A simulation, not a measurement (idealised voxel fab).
Documented hereafter: the process module known as voxel transistor to metal.
Shown is cross-section cut, with a width of 140 nm and square cells of size 5 nm.
For the purposes of this document, a cross-section shall be understood as a grid of square cells, specified as bands listed in top-to-bottom order, each band consisting of one or more rows of cells.
What a band's entry tells you: where the top is and where the bottom is, as heights in nm, and after that what lies inside, material by material from left to right, each with its width in nm. Empty space is written as the word "blank", and a single material marked with the word "edge to edge" occupies the band from edge to edge.
We count height from 0. Below that, the starting wafer is all one material. The lowest band never ends at the bottom but goes on down; see "z 0 and below" for how that is written.
A width such as "30 to 40" changes by the same amount from each row of cells to the next, from the band's top row to its bottom row.
A step reported as "no alteration" is a step in which no cell of the cross-section changed.
Look at "Voids lacking openings" for the closed voids: empty spaces with no open path to the top, sized 8 cells or up. Each is width x height at distance, distance from the left edge, all nm.
Text after the settings on a step's line: the simulator's own remark on that step.
overlay nm: for a step with a mask, the amount by which the mask lay right of where it was planned; a negative amount means left of it.

# Planned step list for the process
step 1: RECEIVE (material Si)
step 2: CONFORMAL_DEP (material SiO2; thk nm 5)
step 3: CONFORMAL_DEP (material SiN; thk nm 10)
step 4: PATTERN (tone cover; mask id ACTIVE; material resist; width nm 100; thk nm 15; overlay nm 0)
step 5: DIRECTIONAL_ETCH (etch materials SiN; depth nm 10)
step 6: DIRECTIONAL_ETCH (etch materials SiO2; depth nm 5)
step 7: DIRECTIONAL_ETCH (etch materials Si; depth nm 35)
step 8: STRIP (etch materials resist)
step 9: FILL_DEP (material SiO2; thk nm 10)
step 10: CMP (height nm 15)
step 11: SELECTIVE_ETCH (etch materials SiO2; depth nm 5)
step 12: STRIP (etch materials SiN)
step 13: SELECTIVE_ETCH (etch materials SiO2; depth nm 5)
step 14: OXIDIZE (depth nm 5)
step 15: DIRECTIONAL_DEP (material polySi; thk nm 20)
step 16: DIRECTIONAL_DEP (material SiCN; thk nm 10)
step 17: PATTERN (tone cover; mask id GATE; material resist; width nm 30; thk nm 20; overlay nm 0)
step 18: DIRECTIONAL_ETCH (etch materials SiCN; depth nm 20)
step 19: DIRECTIONAL_ETCH (etch materials polySi; depth nm 30)
step 20: STRIP (etch materials resist)
step 21: CONFORMAL_DEP (material SiO2; thk nm 5)
step 22: DIRECTIONAL_ETCH (etch materials SiO2; depth nm 5)
step 23: CONFORMAL_DEP (material SiN; thk nm 10)
step 24: DIRECTIONAL_ETCH (etch materials SiN; depth nm 10)
step 25: DIRECTIONAL_ETCH (etch materials SiO2; depth nm 5)
step 26: DIRECTIONAL_ETCH (etch materials Si; depth nm 15)
step 27: EPI (material nSi; thk nm 15)
step 28: FILL_DEP (material SiO2; thk nm 10)
step 29: CMP (height nm 20)
step 30: STRIP (etch materials polySi)
step 31: SELECTIVE_ETCH (etch materials SiO2; depth nm 5)
step 32: CONFORMAL_DEP (material HfO2; thk nm 5)
step 33: CONFORMAL_DEP (material TiN; thk nm 5)
step 34: FILL_DEP (material W; thk nm 10)
step 35: CMP (height nm 15)
step 36: DIRECTIONAL_DEP (material SiO2; thk nm 10)
step 37: MASKED_ETCH (tone open; mask id CONTACT; width nm 15; pitch nm 75; etch materials SiO2; depth nm 15; overlay nm 0)
step 38: CONFORMAL_DEP (material TiN; thk nm 5)
step 39: FILL_DEP (material Ru; thk nm 10)
step 40: CMP (height nm 25)
step 41: DIRECTIONAL_DEP (material TiN; thk nm 5)
step 42: DIRECTIONAL_DEP (material Ru; thk nm 25)
step 43: MASKED_ETCH (tone cover; mask id METAL_1; width nm 15; pitch nm 75; etch materials Ru; depth nm 25; overlay nm 0)
step 44: MASKED_ETCH (tone cover; mask id METAL_1; width nm 15; pitch nm 75; etch materials TiN; depth nm 5; overlay nm 0)
step 45: FILL_DEP (material lowk; thk nm 5)
step 46: CMP (height nm 55)
step 47: CONFORMAL_DEP (material SiCN; thk nm 5)
step 48: DIRECTIONAL_DEP (material SiO2; thk nm 30)
step 49: DIRECTIONAL_DEP (material aC; thk nm 15)
step 50: PATTERN (tone open; mask id METAL_2; material resist; width nm 15; pitch nm 75; thk nm 35; overlay nm 0)
step 51: DIRECTIONAL_ETCH (etch materials aC; depth nm 15)
step 52: STRIP (etch materials resist)
step 53: DIRECTIONAL_ETCH (etch materials SiO2; depth nm 15)
step 54: STRIP (etch materials aC)
step 55: PATTERN (tone open; mask id METAL_2_HOLES; material resist; width nm 15; pitch nm 75; thk nm 20; overlay nm 0)
step 56: DIRECTIONAL_ETCH (etch materials SiO2; depth nm 15)
step 57: DIRECTIONAL_ETCH (etch materials SiCN; depth nm 5)
step 58: STRIP (etch materials resist)
step 59: CONFORMAL_DEP (material TiN; thk nm 5)
step 60: FILL_DEP (material Cu; thk nm 5)
step 61: CMP (height nm 90)
step 62: CONFORMAL_DEP (material SiN; thk nm 5)
Be aware that, although all wafers share a common starting state, the thk nm at step 21 differs among them, and the plan displays the first wafer's value.

# Cross-section of the first of several wafers on receipt, reflecting completion of step 1
    z 0 and below = Si edge to edge
    Voids lacking openings: none

# wafer rows; end of module; cells per material since receipt: (+) gained, (-) lost; then closed voids
thk nm 5 | +12 Cu | +14 HfO2 | +34 Ru | -88 Si | +22 SiCN | +44 SiN | +268 SiO2 | +60 TiN | +8 W | +132 lowk | +26 nSi | Voids lacking openings: none
thk nm 10 | +12 Cu | +14 HfO2 | +32 Ru | -76 Si | +22 SiCN | +40 SiN | +288 SiO2 | +60 TiN | +8 W | +132 lowk | Voids lacking openings: none
thk nm 15 | +12 Cu | +14 HfO2 | +32 Ru | -76 Si | +22 SiCN | +32 SiN | +298 SiO2 | +58 TiN | +8 W | +132 lowk | Voids lacking openings: none
thk nm 20 | +12 Cu | +14 HfO2 | +34 Ru | -76 Si | +22 SiCN | +28 SiN | +298 SiO2 | +60 TiN | +8 W | +132 lowk | Voids lacking openings: none
